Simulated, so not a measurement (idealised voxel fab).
Process module heading - voxel self aligned contacts
Shown is cross-section cut, with a width of 280 nm and square cells of size 5 nm.
The cross-sections in this document take the form of a grid made of square cells. They are written out as bands, in order from top to bottom. Each band consists of one or more rows of cells. Each band's line starts with the height of the band's top and of its bottom, in nm. Then come its materials from left to right, each with its width in nm. One material with "edge to edge" fills the band from edge to edge. "empty" is empty space. For the purposes of this specification, 0 denotes the height below which the wafer in its as-received condition is composed wholly of one material, and the lowermost band, lacking a lower limit, extends downward without end, as expressed in "0 -> down". Width spec "30->40" -> top row of cells at first value, bottom row at second value, equal per-row change in between. "no alterations made" after a step means that no cell of the cross-section changed. So "Enclosed cavity list" is basically the list of trapped voids: any empty space of 8 cells or more that can't reach the top through an opening. They're written width x height at distance, the distance being from the left edge, and it's all nm. Where a step's line continues beyond its settings, the continuation is a remark by the simulator itself on that step. overlay nm: on a step with a mask, how far right of its planned place the mask lay; negative means left.
Set out below are the planned steps of the process:
1,RECEIVE with material Si
2,CONFORMAL_DEP with material SiO2, thk nm 5
3,DIRECTIONAL_DEP with material polySi, thk nm 25
4,DIRECTIONAL_DEP with material SiN, thk nm 20
5,DIRECTIONAL_DEP with material aC, thk nm 10
6,PATTERN with tone cover, mask id GATE, material resist, width nm 35, pitch nm 70, thk nm 25, overlay nm 0
7,DIRECTIONAL_ETCH with etch materials aC, depth nm 10
8,STRIP with etch materials resist
9,DIRECTIONAL_ETCH with etch materials SiN, depth nm 20
10,DIRECTIONAL_ETCH with etch materials polySi, depth nm 25
11,STRIP with etch materials aC
12,CONFORMAL_DEP with material SiN, thk nm 5
13,DIRECTIONAL_ETCH with etch materials SiN, depth nm 5
14,FILL_DEP with material SiO2, thk nm 10
15,CMP with height nm 55
16,DIRECTIONAL_DEP with material aC, thk nm 10
17,PATTERN with tone open, mask id CONTACT, material resist, width nm 55, pitch nm 70, thk nm 25, overlay nm 0
18,DIRECTIONAL_ETCH with etch materials aC, depth nm 10
19,STRIP with etch materials resist
20,DIRECTIONAL_ETCH with etch materials SiO2, depth nm 55
21,STRIP with etch materials aC
22,CONFORMAL_DEP with material TiN, thk nm 5
23,FILL_DEP with material Ru, thk nm 10
24,CMP with height nm 55
25,CONFORMAL_DEP with material SiN, thk nm 5
Shown in cross-section is the wafer as received, that is, as it stands after step 1:
> 0 -> down: Si edge to edge
> Enclosed cavity list: none
First wafer of two, sectioned at end of module; run went per plan:
> 60 -> 55: SiN edge to edge
> 55 -> 50: SiO2 75 nm, TiN 20 nm, Ru 15 nm, TiN 20 nm, SiO2 15 nm, TiN 20 nm, Ru 15 nm, TiN 20 nm, SiO2 80 nm
> 50 -> 30: SiO2 45 nm, SiN 45 nm, TiN 5 nm, Ru 15 nm, TiN 5 nm, SiN 45 nm, TiN 5 nm, Ru 15 nm, TiN 5 nm, SiN 45 nm, SiO2 50 nm
> 30 -> 5: SiO2 45 nm, SiN 5 nm, polySi 35 nm, SiN 5 nm, TiN 5 nm, Ru 15 nm, TiN 5 nm, SiN 5 nm, polySi 35 nm, SiN 5 nm, TiN 5 nm, Ru 15 nm, TiN 5 nm, SiN 5 nm, polySi 35 nm, SiN 5 nm, SiO2 50 nm
> 5 -> 0: SiO2 90 nm, TiN 25 nm, SiO2 45 nm, TiN 25 nm, SiO2 95 nm
> 0 -> down: Si edge to edge
> Enclosed cavity list: none
Here is the second of the two wafers cut open at the end of the module - same start, same plan as the first one, but we made one mistake running it:
> 60 -> 55: SiN edge to edge
> 55 -> 50: SiO2 75 nm, TiN 20 nm, Ru 15 nm, TiN 20 nm, SiO2 15 nm, TiN 20 nm, Ru 15 nm, TiN 20 nm, SiO2 80 nm
> 50 -> 30: SiO2 45 nm, SiN 45 nm, TiN 5 nm, Ru 15 nm, TiN 5 nm, SiN 45 nm, TiN 5 nm, Ru 15 nm, TiN 5 nm, SiN 45 nm, SiO2 50 nm
> 30 -> 15: SiO2 45 nm, SiN 5 nm, polySi 35 nm, SiN 5 nm, TiN 5 nm, Ru 15 nm, TiN 5 nm, SiN 5 nm, polySi 35 nm, SiN 5 nm, TiN 5 nm, Ru 15 nm, TiN 5 nm, SiN 5 nm, polySi 35 nm, SiN 5 nm, SiO2 50 nm
> 15 -> 10: SiO2 45 nm, SiN 5 nm, polySi 35 nm, SiN 5 nm, TiN 25 nm, SiN 5 nm, polySi 35 nm, SiN 5 nm, TiN 25 nm, SiN 5 nm, polySi 35 nm, SiN 5 nm, SiO2 50 nm
> 10 -> 5: SiN 50 nm, polySi 35 nm, SiN 35 nm, polySi 35 nm, SiN 35 nm, polySi 35 nm, SiN 55 nm
> 5 -> 0: SiO2 edge to edge
> 0 -> down: Si edge to edge
> Enclosed cavity list: none
Finding, execution versus plan: steps 12 and 13 traded places in the executed sequence
Wafer comparison, final, in cells, second relative to first, materials more or fewer: Ru: 12 fewer | SiN: 29 more | SiO2: 9 fewer | TiN: 8 fewer
